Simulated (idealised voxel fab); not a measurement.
process module | voxel wiring stack
cross-section cut | 160 nm wide | cells 5 nm
A cross-section is a grid of square cells, given in bands from the top down. A band is one or more rows of cells.
Each band's line starts with the height of the band's top and of its bottom, in nm. Then come its materials from left to right, each with its width in nm. One material with "throughout" fills the band from edge to edge. "air" is empty space.
Height 0 is the level under which the wafer as received is all one material. The lowest band goes on downwards, as in "0 down".
A width such as "30 to 40" changes by the same amount from each row of cells to the next, from the band's top row to its bottom row.
"no change" after a step means that no cell of the cross-section changed.
closed voids: empty space of 8 cells or more with no open way to the top, each as width x height at its distance from the left edge, in nm
after a step's settings: what the simulator itself notes on the step
overlay nm, on a step with a mask: how far to the right of its planned place the mask lay; to the left if negative
plan
1 op RECEIVE | material Si
2 op CONFORMAL_DEP | material SiO2 | thk nm 15
3 op CONFORMAL_DEP | material SiN | thk nm 5
4 op DIRECTIONAL_DEP | material SiO2 | thk nm 25
5 op PATTERN | tone open | mask id METAL_1 | material resist | width nm 25 | pitch nm 45 | thk nm 15 | overlay nm -5
6 op DIRECTIONAL_ETCH | etch materials SiO2 | depth nm 25
7 op DIRECTIONAL_ETCH | etch materials SiN | depth nm 5
8 op STRIP | etch materials resist
9 op CONFORMAL_DEP | material TiN | thk nm 5
10 op FILL_DEP | material W | thk nm 5
11 op CMP | height nm 45
12 op CONFORMAL_DEP | material SiCN | thk nm 5
13 op DIRECTIONAL_DEP | material SiO2 | thk nm 30
14 op DIRECTIONAL_DEP | material aC | thk nm 10
15 op PATTERN | tone open | mask id METAL_2_HOLES | material resist | width nm 15 | pitch nm 90 | thk nm 30 | overlay nm 0
16 op DIRECTIONAL_ETCH | etch materials aC | depth nm 10
17 op STRIP | etch materials resist
18 op DIRECTIONAL_ETCH | etch materials SiO2 | depth nm 30
19 op STRIP | etch materials aC
20 op DIRECTIONAL_DEP | material aC | thk nm 15
21 op PATTERN | tone open | mask id METAL_2 | material resist | width nm 25 | pitch nm 45 | thk nm 35 | overlay nm 0
22 op DIRECTIONAL_ETCH | etch materials aC | depth nm 15
23 op STRIP | etch materials resist
24 op DIRECTIONAL_ETCH | etch materials SiO2 | depth nm 15
25 op DIRECTIONAL_ETCH | etch materials SiCN | depth nm 5
26 op STRIP | etch materials aC
27 op CONFORMAL_DEP | material TiN | thk nm 5
28 op FILL_DEP | material Cu | thk nm 10
29 op CMP | height nm 80
30 op CONFORMAL_DEP | material SiCN | thk nm 5
varied across the wafers: overlay nm of step 5. The plan shows the first wafer's value. All wafers start alike
first wafer as received, after step 1
  0 down: Si throughout
  closed voids: none
each wafer at the end: cells of each material gained (+) or lost (-) since it was received, then its closed voids
overlay nm -5 | +26 Cu | +58 SiCN | +17 SiN | +310 SiO2 | +88 TiN | +45 W | closed voids: none
overlay nm 0 | +26 Cu | +58 SiCN | +17 SiN | +310 SiO2 | +88 TiN | +45 W | closed voids: none
overlay nm 5 | +26 Cu | +58 SiCN | +17 SiN | +310 SiO2 | +88 TiN | +45 W | closed voids: none
overlay nm 10 | +26 Cu | +58 SiCN | +17 SiN | +310 SiO2 | +88 TiN | +45 W | closed voids: none
